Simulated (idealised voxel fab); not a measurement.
Process module in this document: voxel self aligned vias
cross-section cut | 225 nm wide | cells 5 nm
Format of a cross-section: grid, square cells. Given as bands. Order: top down. Band: one or more rows of cells. Heads up on the band format: heights come first, top then bottom, in nm. After that it's the materials left to right, each with its width in nm. A single material flagged "everywhere" fills the whole band edge to edge, and "empty" means there's empty space there. Convention: height 0 is the level below which the wafer, as received, is all one material. The lowest band does not terminate at the bottom but continues downward, represented as "0 and below". With a width like "30..40", each row of cells in the band differs from the next by the same amount, the top row carrying the first number and the bottom row the second. Any step labelled "no alteration" changed none of the cells in the cross-section. You'll see "Closed void listing" listing empty spaces that have no way open to the top, as long as they're 8 cells or more; the notation is width x height at distance, where the distance is from the left edge, and all of it is in nm. Read whatever lies past the settings on a step's line as the simulator's own remark about the step. overlay nm: mask right of planned place by this much (step with mask). Neg. = left.

### These are the steps we planned for the process
- 1: RECEIVE, material Si
- 2: CONFORMAL_DEP, material SiO2, thk nm 10
- 3: CONFORMAL_DEP, material SiCN, thk nm 5
- 4: DIRECTIONAL_DEP, material SiO2, thk nm 20
- 5: PATTERN, tone open, mask id LINES, material resist, width nm 30, pitch nm 65, thk nm 15, overlay nm 0
- 6: DIRECTIONAL_ETCH, etch materials SiO2, depth nm 20
- 7: STRIP, etch materials resist
- 8: CONFORMAL_DEP, material TiN, thk nm 5
- 9: FILL_DEP, material Ru, thk nm 10
- 10: CMP, height nm 35
- 11: SELECTIVE_ETCH, etch materials W Ru TiN, depth nm 5
- 12: FILL_DEP, material SiN, thk nm 5
- 13: CMP, height nm 35
- 14: DIRECTIONAL_DEP, material SiO2, thk nm 15
- 15: PATTERN, tone open, mask id VIAS, material resist, width nm 40, pitch nm 65, thk nm 15, overlay nm 0
- 16: DIRECTIONAL_ETCH, etch materials SiO2, depth nm 15
- 17: DIRECTIONAL_ETCH, etch materials SiN, depth nm 5
- 18: STRIP, etch materials resist
- 19: CONFORMAL_DEP, material TiN, thk nm 5
- 20: FILL_DEP, material Cu, thk nm 5
- 21: CMP, height nm 50
- 22: CONFORMAL_DEP, material SiCN, thk nm 5

### So, the first of our two wafers, run just as we planned it

### Wafer at receipt (post step 1), cross-section
0 and below | Si everywhere
Closed void listing: none

### Wafer section view after processing step 2
10 down to 0 | SiO2 everywhere
Whatever lies below 0 is exactly as it was before.

### Wafer section view after processing step 3
15 down to 10 | SiCN everywhere
Whatever lies below 10 is exactly as it was before.

### Wafer section view after processing step 4
35 down to 15 | SiO2 everywhere
Whatever lies below 15 is exactly as it was before.

### Wafer section view after processing step 5
50 down to 35 | 30 nm resist  30 nm empty  35 nm resist  30 nm empty  35 nm resist  30 nm empty  35 nm resist
Whatever lies below 35 is exactly as it was before.

### Wafer section view after processing step 6
50 down to 35 | 30 nm resist  30 nm empty  35 nm resist  30 nm empty  35 nm resist  30 nm empty  35 nm resist
35 down to 15 | 30 nm SiO2  30 nm empty  35 nm SiO2  30 nm empty  35 nm SiO2  30 nm empty  35 nm SiO2
Whatever lies below 15 is exactly as it was before.

### Wafer section view after processing step 7
35 down to 15 | 30 nm SiO2  30 nm empty  35 nm SiO2  30 nm empty  35 nm SiO2  30 nm empty  35 nm SiO2
Whatever lies below 15 is exactly as it was before.

### Wafer section view after processing step 8
40 down to 35 | 35 nm TiN  20 nm empty  45 nm TiN  20 nm empty  45 nm TiN  20 nm empty  40 nm TiN
35 down to 20 | 30 nm SiO2  5 nm TiN  20 nm empty  5 nm TiN  35 nm SiO2  5 nm TiN  20 nm empty  5 nm TiN  35 nm SiO2  5 nm TiN  20 nm empty  5 nm TiN  35 nm SiO2
20 down to 15 | 30 nm SiO2  30 nm TiN  35 nm SiO2  30 nm TiN  35 nm SiO2  30 nm TiN  35 nm SiO2
Whatever lies below 15 is exactly as it was before.

### Wafer section view after processing step 9
50 down to 40 | Ru everywhere
40 down to 35 | 35 nm TiN  20 nm Ru  45 nm TiN  20 nm Ru  45 nm TiN  20 nm Ru  40 nm TiN
35 down to 20 | 30 nm SiO2  5 nm TiN  20 nm Ru  5 nm TiN  35 nm SiO2  5 nm TiN  20 nm Ru  5 nm TiN  35 nm SiO2  5 nm TiN  20 nm Ru  5 nm TiN  35 nm SiO2
Whatever lies below 20 is exactly as it was before.

### Wafer section view after processing step 10
35 down to 20 | 30 nm SiO2  5 nm TiN  20 nm Ru  5 nm TiN  35 nm SiO2  5 nm TiN  20 nm Ru  5 nm TiN  35 nm SiO2  5 nm TiN  20 nm Ru  5 nm TiN  35 nm SiO2
Whatever lies below 20 is exactly as it was before.

### Wafer section view after processing step 11
35 down to 30 | 30 nm SiO2  30 nm empty  35 nm SiO2  30 nm empty  35 nm SiO2  30 nm empty  35 nm SiO2
Whatever lies below 30 is exactly as it was before.

### Wafer section view after processing step 12
40 down to 35 | SiN everywhere
35 down to 30 | 30 nm SiO2  30 nm SiN  35 nm SiO2  30 nm SiN  35 nm SiO2  30 nm SiN  35 nm SiO2
Whatever lies below 30 is exactly as it was before.

### Wafer section view after processing step 13
35 down to 30 | 30 nm SiO2  30 nm SiN  35 nm SiO2  30 nm SiN  35 nm SiO2  30 nm SiN  35 nm SiO2
Whatever lies below 30 is exactly as it was before.

### Wafer section view after processing step 14
50 down to 35 | SiO2 everywhere
Whatever lies below 35 is exactly as it was before.

### Wafer section view after processing step 15
65 down to 50 | 25 nm resist  40 nm empty  25 nm resist  40 nm empty  25 nm resist  40 nm empty  30 nm resist
Whatever lies below 50 is exactly as it was before.

### Wafer section view after processing step 16
65 down to 50 | 25 nm resist  40 nm empty  25 nm resist  40 nm empty  25 nm resist  40 nm empty  30 nm resist
50 down to 35 | 25 nm SiO2  40 nm empty  25 nm SiO2  40 nm empty  25 nm SiO2  40 nm empty  30 nm SiO2
Whatever lies below 35 is exactly as it was before.

### Wafer section view after processing step 17
65 down to 50 | 25 nm resist  40 nm empty  25 nm resist  40 nm empty  25 nm resist  40 nm empty  30 nm resist
50 down to 35 | 25 nm SiO2  40 nm empty  25 nm SiO2  40 nm empty  25 nm SiO2  40 nm empty  30 nm SiO2
35 down to 30 | 30 nm SiO2  30 nm empty  35 nm SiO2  30 nm empty  35 nm SiO2  30 nm empty  35 nm SiO2
Whatever lies below 30 is exactly as it was before.

### Wafer section view after processing step 18
50 down to 35 | 25 nm SiO2  40 nm empty  25 nm SiO2  40 nm empty  25 nm SiO2  40 nm empty  30 nm SiO2
Whatever lies below 35 is exactly as it was before.

### Wafer section view after processing step 19
55 down to 50 | 30 nm TiN  30 nm empty  35 nm TiN  30 nm empty  35 nm TiN  30 nm empty  35 nm TiN
50 down to 40 | 25 nm SiO2  5 nm TiN  30 nm empty  5 nm TiN  25 nm SiO2  5 nm TiN  30 nm empty  5 nm TiN  25 nm SiO2  5 nm TiN  30 nm empty  5 nm TiN  30 nm SiO2
40 down to 35 | 25 nm SiO2  10 nm TiN  20 nm empty  10 nm TiN  25 nm SiO2  10 nm TiN  20 nm empty  10 nm TiN  25 nm SiO2  10 nm TiN  20 nm empty  10 nm TiN  30 nm SiO2
35 down to 30 | 30 nm SiO2  30 nm TiN  35 nm SiO2  30 nm TiN  35 nm SiO2  30 nm TiN  35 nm SiO2
Whatever lies below 30 is exactly as it was before.

### Wafer section view after processing step 20
60 down to 55 | Cu everywhere
55 down to 50 | 30 nm TiN  30 nm Cu  35 nm TiN  30 nm Cu  35 nm TiN  30 nm Cu  35 nm TiN
50 down to 40 | 25 nm SiO2  5 nm TiN  30 nm Cu  5 nm TiN  25 nm SiO2  5 nm TiN  30 nm Cu  5 nm TiN  25 nm SiO2  5 nm TiN  30 nm Cu  5 nm TiN  30 nm SiO2
40 down to 35 | 25 nm SiO2  10 nm TiN  20 nm Cu  10 nm TiN  25 nm SiO2  10 nm TiN  20 nm Cu  10 nm TiN  25 nm SiO2  10 nm TiN  20 nm Cu  10 nm TiN  30 nm SiO2
Whatever lies below 35 is exactly as it was before.

### Wafer section view after processing step 21
50 down to 40 | 25 nm SiO2  5 nm TiN  30 nm Cu  5 nm TiN  25 nm SiO2  5 nm TiN  30 nm Cu  5 nm TiN  25 nm SiO2  5 nm TiN  30 nm Cu  5 nm TiN  30 nm SiO2
Whatever lies below 40 is exactly as it was before.

### Wafer section view after processing step 22
55 down to 50 | SiCN everywhere
Whatever lies below 50 is exactly as it was before.

### It is to be noted that the second wafer proceeded from the same initial state and according to the same plan as the first, although one mistake was committed in its execution; through step 14, inclusive, the two wafers share an identical history

### Second wafer, cut view, end of step 15 per plan
65 down to 50 | 30 nm resist  30 nm empty  35 nm resist  30 nm empty  35 nm resist  30 nm empty  35 nm resist
Whatever lies below 50 is exactly as it was before.

### Second wafer, cut view, end of step 16 per plan
65 down to 50 | 30 nm resist  30 nm empty  35 nm resist  30 nm empty  35 nm resist  30 nm empty  35 nm resist
50 down to 35 | 30 nm SiO2  30 nm empty  35 nm SiO2  30 nm empty  35 nm SiO2  30 nm empty  35 nm SiO2
Whatever lies below 35 is exactly as it was before.

### Second wafer, cut view, end of step 17 per plan
65 down to 50 | 30 nm resist  30 nm empty  35 nm resist  30 nm empty  35 nm resist  30 nm empty  35 nm resist
50 down to 30 | 30 nm SiO2  30 nm empty  35 nm SiO2  30 nm empty  35 nm SiO2  30 nm empty  35 nm SiO2
Whatever lies below 30 is exactly as it was before.

### Second wafer, cut view, end of step 18 per plan
50 down to 30 | 30 nm SiO2  30 nm empty  35 nm SiO2  30 nm empty  35 nm SiO2  30 nm empty  35 nm SiO2
Whatever lies below 30 is exactly as it was before.

### Second wafer, cut view, end of step 19 per plan
55 down to 50 | 35 nm TiN  20 nm empty  45 nm TiN  20 nm empty  45 nm TiN  20 nm empty  40 nm TiN
50 down to 35 | 30 nm SiO2  5 nm TiN  20 nm empty  5 nm TiN  35 nm SiO2  5 nm TiN  20 nm empty  5 nm TiN  35 nm SiO2  5 nm TiN  20 nm empty  5 nm TiN  35 nm SiO2
35 down to 30 | 30 nm SiO2  30 nm TiN  35 nm SiO2  30 nm TiN  35 nm SiO2  30 nm TiN  35 nm SiO2
Whatever lies below 30 is exactly as it was before.

### Second wafer, cut view, end of step 20 per plan
60 down to 55 | Cu everywhere
55 down to 50 | 35 nm TiN  20 nm Cu  45 nm TiN  20 nm Cu  45 nm TiN  20 nm Cu  40 nm TiN
50 down to 35 | 30 nm SiO2  5 nm TiN  20 nm Cu  5 nm TiN  35 nm SiO2  5 nm TiN  20 nm Cu  5 nm TiN  35 nm SiO2  5 nm TiN  20 nm Cu  5 nm TiN  35 nm SiO2
Whatever lies below 35 is exactly as it was before.

### Second wafer, cut view, end of step 21 per plan
50 down to 35 | 30 nm SiO2  5 nm TiN  20 nm Cu  5 nm TiN  35 nm SiO2  5 nm TiN  20 nm Cu  5 nm TiN  35 nm SiO2  5 nm TiN  20 nm Cu  5 nm TiN  35 nm SiO2
Whatever lies below 35 is exactly as it was before.

### Second wafer, cut view, end of step 22 per plan
55 down to 50 | SiCN everywhere
Whatever lies below 50 is exactly as it was before.
Which mistake was made when the wafer was run? step 15 did not happen as planned, as run it was PATTERN, tone open, mask id VIAS, material resist, width nm 30, pitch nm 65, thk nm 15, overlay nm 0
Final wafer comparison in cells, second versus first, more or fewer per material: Cu: 12 fewer; SiO2: 18 more; TiN: 6 fewer
